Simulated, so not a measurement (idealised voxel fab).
process module | voxel self aligned vias
cross-section cut | 245 nm wide | cells 5 nm
A cross-section is a grid of square cells, given in bands from the top down. A band is one or more rows of cells.
Each band's line starts with the height of the band's top and of its bottom, in nm. Then come its materials from left to right, each with its width in nm. One material with "throughout" fills the band from edge to edge. "air" is empty space.
Height 0 is the level under which the wafer as received is all one material. The lowest band goes on downwards, as in "0 down".
A width such as "30 to 40" changes by the same amount from each row of cells to the next, from the band's top row to its bottom row.
"no change" after a step means that no cell of the cross-section changed.
closed voids: empty space of 8 cells or more with no open way to the top, each as width x height at its distance from the left edge, in nm
after a step's settings: what the simulator itself notes on the step
overlay nm, on a step with a mask: how far to the right of its planned place the mask lay; to the left if negative
plan
1 op RECEIVE | material Si
2 op CONFORMAL_DEP | material SiO2 | thk nm 10
3 op CONFORMAL_DEP | material SiCN | thk nm 5
4 op DIRECTIONAL_DEP | material lowk | thk nm 25
5 op DIRECTIONAL_DEP | material aC | thk nm 15
6 op PATTERN | tone open | mask id LINES | material resist | width nm 25 | pitch nm 60 | thk nm 35 | overlay nm 0
7 op DIRECTIONAL_ETCH | etch materials aC | depth nm 15
8 op STRIP | etch materials resist
9 op DIRECTIONAL_ETCH | etch materials lowk | depth nm 25
10 op STRIP | etch materials aC
11 op CONFORMAL_DEP | material TiN | thk nm 5
12 op FILL_DEP | material W | thk nm 5
13 op CMP | height nm 40
14 op SELECTIVE_ETCH | etch materials W Ru TiN | depth nm 5
15 op FILL_DEP | material SiN | thk nm 10
16 op CMP | height nm 40
17 op DIRECTIONAL_DEP | material lowk | thk nm 20
18 op DIRECTIONAL_DEP | material aC | thk nm 10
19 op PATTERN | tone open | mask id VIAS | material resist | width nm 35 | pitch nm 60 | thk nm 25 | overlay nm 0
20 op DIRECTIONAL_ETCH | etch materials aC | depth nm 10
21 op STRIP | etch materials resist
22 op DIRECTIONAL_ETCH | etch materials lowk | depth nm 20
23 op DIRECTIONAL_ETCH | etch materials SiN | depth nm 5
24 op STRIP | etch materials aC
25 op CONFORMAL_DEP | material TiN | thk nm 5
26 op FILL_DEP | material Ru | thk nm 10
27 op CMP | height nm 60
28 op CONFORMAL_DEP | material SiN | thk nm 5
varied across the wafers: depth nm of step 14. The plan shows the first wafer's value. All wafers start alike
first wafer as received, after step 1
  0 down: Si throughout
  closed voids: none
each wafer at the end: cells of each material gained (+) or lost (-) since it was received, then its closed voids
depth nm 5 | +36 Ru | +49 SiCN | +49 SiN | +98 SiO2 | +52 TiN | +18 W | +335 lowk | closed voids: none
depth nm 10 | +36 Ru | +49 SiCN | +59 SiN | +98 SiO2 | +48 TiN | +12 W | +335 lowk | closed voids: none
depth nm 15 | +36 Ru | +49 SiCN | +69 SiN | +98 SiO2 | +44 TiN | +6 W | +335 lowk | closed voids: none
depth nm 20 | +36 Ru | +49 SiCN | +79 SiN | +98 SiO2 | +40 TiN | +335 lowk | closed voids: none
